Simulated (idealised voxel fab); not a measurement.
The process module that follows is named voxel self aligned vias.
The cross-section on display is named cut; it measures 225 nm wide, and its cells are 5 nm squares.
Notation: cross-section as square-cell grid; stated in bands, top first, going down; one or more cell rows per band.
A band entry consists of two parts. The first gives the height of the band's top and the height of its bottom, in nm. The rest lists the band's materials from left to right, each with its width in nm. A single material labelled with the word "all across" fills the band from edge to edge, and the word "air" marks empty space.
Where do heights start? At 0: under that level the wafer as delivered is made of one material only. And the lowest band has no floor; it just carries on downward, as in "0 nm and below".
Graded width ("30 to 40"): value in top row of band = first number; value in bottom row = second number; row-to-row change constant.
Basically "no alteration" means that step didn't change any cell in the cross-section.
"Fully sealed voids" enumerates empty spaces isolated from the top, with no open way to it, that contain at least 8 cells, giving each as width x height at distance from the left edge, all three in nm.
Post-settings text on a step line: simulator's own remark regarding the step.
A step's line can hold "overlay nm"; with a mask on that step, the setting says how far right of the planned place the mask lay, while a negative setting says it lay to the left.

Plan:
1. RECEIVE: material Si
2. CONFORMAL_DEP: material SiO2, thk nm 15
3. CONFORMAL_DEP: material SiCN, thk nm 5
4. DIRECTIONAL_DEP: material SiO2, thk nm 20
5. MASKED_ETCH: tone open, mask id LINES, width nm 25, pitch nm 75, etch materials SiO2, depth nm 20, overlay nm 0
6. CONFORMAL_DEP: material TiN, thk nm 5
7. FILL_DEP: material W, thk nm 10
8. CMP: height nm 40
9. SELECTIVE_ETCH: etch materials W Ru TiN, depth nm 5
10. FILL_DEP: material SiN, thk nm 10
11. CMP: height nm 40
12. DIRECTIONAL_DEP: material SiO2, thk nm 15
13. DIRECTIONAL_DEP: material aC, thk nm 10
14. PATTERN: tone open, mask id VIAS, material resist, width nm 45, pitch nm 75, thk nm 30, overlay nm 0
15. DIRECTIONAL_ETCH: etch materials aC, depth nm 10
16. STRIP: etch materials resist
17. DIRECTIONAL_ETCH: etch materials SiO2, depth nm 15
18. DIRECTIONAL_ETCH: etch materials SiN, depth nm 5
19. STRIP: etch materials aC
20. CONFORMAL_DEP: material TiN, thk nm 5
21. FILL_DEP: material Cu, thk nm 10
22. CMP: height nm 55
23. CONFORMAL_DEP: material SiN, thk nm 5

Wafer as received: cross-section following step 1:
- 0 nm and below = Si all across
- Fully sealed voids: none

Cross-section, first of two wafers, end of module, run as planned:
- 60 nm to 55 nm = SiN all across
- 55 nm to 45 nm = 50 SiO2, 5 TiN, 35 Cu, 5 TiN, 30 SiO2, 5 TiN, 35 Cu, 5 TiN, 55 SiO2
- 45 nm to 40 nm = 50 SiO2, 15 TiN, 15 Cu, 15 TiN, 30 SiO2, 15 TiN, 15 Cu, 15 TiN, 55 SiO2
- 40 nm to 35 nm = 60 SiO2, 25 TiN, 50 SiO2, 25 TiN, 65 SiO2
- 35 nm to 25 nm = 60 SiO2, 5 TiN, 15 W, 5 TiN, 50 SiO2, 5 TiN, 15 W, 5 TiN, 65 SiO2
- 25 nm to 20 nm = 60 SiO2, 25 TiN, 50 SiO2, 25 TiN, 65 SiO2
- 20 nm to 15 nm = SiCN all across
- 15 nm to 0 nm = SiO2 all across
- 0 nm and below = Si all across
- Fully sealed voids: none

Cross-sectional view of the second of two wafers upon completion of the module. This wafer shared its starting condition and process plan with the first; one error was made during its execution:
- 60 nm to 55 nm = SiN all across
- 55 nm to 40 nm = 50 SiO2, 5 TiN, 35 Cu, 5 TiN, 30 SiO2, 5 TiN, 35 Cu, 5 TiN, 55 SiO2
- 40 nm to 35 nm = 50 SiN, 45 TiN, 30 SiN, 45 TiN, 55 SiN
- 35 nm to 30 nm = W all across
- 30 nm to 25 nm = 65 TiN, 15 W, 60 TiN, 15 W, 70 TiN
- 25 nm to 10 nm = 60 SiO2, 5 TiN, 15 W, 5 TiN, 50 SiO2, 5 TiN, 15 W, 5 TiN, 65 SiO2
- 10 nm to 5 nm = 60 SiO2, 25 TiN, 50 SiO2, 25 TiN, 65 SiO2
- 5 nm to 0 nm = SiCN all across
- 0 nm and below = Si all across
- Fully sealed voids: none
What was the processing mistake? step 2 in the plan did not get run; it was skipped
Final tally in cells, some materials are higher or lower on the second wafer than on the first: +8 Cu | +27 SiN | -135 SiO2 | +43 TiN | +57 W
